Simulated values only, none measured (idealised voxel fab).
Title: Process Module voxel fin reveal
cross-section cut | 175 nm wide | cells 5 nm
If you're reading a cross-section in this doc, picture square cells in a grid; it comes to you as bands, top ones listed first down to the bottom, and a band can be one or more rows of cells. Basically the band line says how high the top is and how high the bottom is, in nm, and then what's in it from left to right, every material with its width in nm. Empty space shows up as "empty", and if a single material carries "throughout" it runs the full band edge to edge. Beneath 0, the wafer as received is one material, and that level is where height counting begins. The lowest band goes on downward without a bottom; it is written like "from 0 down". You'd read "30->40" like this: the band's top row of cells is as wide as the first number, its bottom row is as wide as the second, and going down, every row changes width by the same amount as the row before did. It should be understood that the words "stayed the same", when stated for a given step, signify that the cross-section underwent no change in any of its cells during that step. The entry titled "Cavities, closed" provides the empty spaces that have no open way to the top, restricted to those of 8 cells or more. Each is presented as width x height at distance, the distance being measured from the left edge, with all three in nm. Formally, on a step line, whatever follows the settings is a remark that the simulator itself makes on the step. What "overlay nm" on a step's line means: if the step has a mask, that mask lay this far to the right of its planned place, or, when the value is negative, to the left.

## Intended process steps
- 1: RECEIVE [material Si]
- 2: CONFORMAL_DEP [material SiN] [thk nm 10]
- 3: DIRECTIONAL_DEP [material aC] [thk nm 10]
- 4: PATTERN [tone cover] [mask id FINS] [material resist] [width nm 15] [pitch nm 45] [thk nm 25] [overlay nm 0]
- 5: DIRECTIONAL_ETCH [etch materials aC] [depth nm 10]
- 6: STRIP [etch materials resist]
- 7: DIRECTIONAL_ETCH [etch materials SiN] [depth nm 10]
- 8: DIRECTIONAL_ETCH [etch materials Si] [depth nm 35]
- 9: STRIP [etch materials aC]
- 10: FILL_DEP [material SiO2] [thk nm 15]
- 11: CMP [height nm 10]
- 12: SELECTIVE_ETCH [etch materials SiO2] [depth nm 35]
- 13: STRIP [etch materials SiN]
Quick note for whoever runs this: the wafers start identical, but the width nm at step 4 isn't the same across them. The plan just shows what the first wafer had.

## Cross-section, first of several wafers, as delivered after step 1
  from 0 down = Si throughout
  Cavities, closed: none

## First of several wafers, sectioned at end of module (last step: step 13)
  from 0 to -25 = 35 empty; 15 Si; 30 empty; 15 Si; 30 empty; 15 Si; 35 empty
  from -25 to -35 = 35 SiO2; 15 Si; 30 SiO2; 15 Si; 30 SiO2; 15 Si; 35 SiO2
  from -35 down = Si throughout
  Cavities, closed: none

## Sectional view of the last wafer upon completion of the module
  from 0 to -25 = 30 empty; 30 Si; 15 empty; 30 Si; 15 empty; 30 Si; 25 empty
  from -25 to -35 = 30 SiO2; 30 Si; 15 SiO2; 30 Si; 15 SiO2; 30 Si; 25 SiO2
  from -35 down = Si throughout
  Cavities, closed: none

## Here is how to read the rows: every wafer has a row, and it shows the wafer at the end of the module, giving for each material how many cells were gained (+) or lost (-) since the wafer was received, then listing its closed voids
width nm 15, -182 Si, +52 SiO2, Cavities, closed: none
width nm 20, -161 Si, +46 SiO2, Cavities, closed: none
width nm 25, -140 Si, +40 SiO2, Cavities, closed: none
width nm 30, -119 Si, +34 SiO2, Cavities, closed: none
